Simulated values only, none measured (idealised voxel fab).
You're looking at the process module voxel self aligned contacts.
The figure presents cross-section cut, which has a width of 250 nm and is divided into square cells with an edge length of 5 nm.
Cross-sections here: square-cell grids, written as top-down lists of bands, a band being one or more rows of cells.
Band entry format. Leading values: height of top, height of bottom, nm. Remainder: materials in left-to-right order, each with its width in nm. Special words: "all across" on a single material, which then fills the band edge to edge; "air", empty space.
Heights are expressed relative to 0, this being the level below which the as-received wafer comprises one material exclusively. The lowest band is unbounded in the downward direction and is denoted as in "0 -> down".
Think of "30..40" as a width that walks from the first number to the second as you go down the band, top row to bottom row, taking equal-sized steps from row to row.
Any step labelled "nothing got changed" changed none of the cells in the cross-section.
Closed-off voids of 8+ cells (no open route to the top) go in "Tabulated closed voids", written width x height at distance from the left edge, in nm.
Where a step's line continues beyond its settings, the continuation is a remark by the simulator itself on that step.
On any step carrying a mask, the "overlay nm" setting, if present on the step's line, tells how far right of its planned place the mask lay; negative values point to the left.

## Process steps foreseen in the plan
- 1: RECEIVE [material Si]
- 2: CONFORMAL_DEP [material SiO2] [thk nm 5]
- 3: DIRECTIONAL_DEP [material polySi] [thk nm 30]
- 4: DIRECTIONAL_DEP [material SiN] [thk nm 20]
- 5: MASKED_ETCH [tone cover] [mask id GATE] [width nm 25] [pitch nm 65] [etch materials SiN] [depth nm 20] [overlay nm 0]
- 6: MASKED_ETCH [tone cover] [mask id GATE] [width nm 25] [pitch nm 65] [etch materials polySi] [depth nm 30] [overlay nm 0]
- 7: CONFORMAL_DEP [material SiN] [thk nm 10]
- 8: DIRECTIONAL_ETCH [etch materials SiN] [depth nm 10]
- 9: FILL_DEP [material SiO2] [thk nm 15]
- 10: CMP [height nm 60]
- 11: PATTERN [tone open] [mask id CONTACT] [material resist] [width nm 50] [pitch nm 65] [thk nm 20] [overlay nm 0]
- 12: DIRECTIONAL_ETCH [etch materials SiO2] [depth nm 60]
- 13: STRIP [etch materials resist]
- 14: CONFORMAL_DEP [material TiN] [thk nm 5]
- 15: FILL_DEP [material W] [thk nm 5]
- 16: CMP [height nm 60]
- 17: CONFORMAL_DEP [material SiN] [thk nm 5]

## Cross-section, incoming material, after step 1
0 -> down | Si all across
Tabulated closed voids: none

## Result of the module, cross-sectioned: start per above, plan per above, one error in how it was run
65 -> 60 | SiN all across
60 -> 55 | W all across
55 -> 35 | 35 W, then 45 SiN, then 20 W, then 45 SiN, then 20 W, then 45 SiN, then 40 W
35 -> 5 | 35 W, then 10 SiN, then 25 polySi, then 10 SiN, then 20 W, then 10 SiN, then 25 polySi, then 10 SiN, then 20 W, then 10 SiN, then 25 polySi, then 10 SiN, then 40 W
5 -> 0 | SiO2 all across
0 -> down | Si all across
Tabulated closed voids: none
The plan and the run diverged here: heads up, step 9 didn't go per plan, it actually ran as FILL_DEP [material W] [thk nm 15]
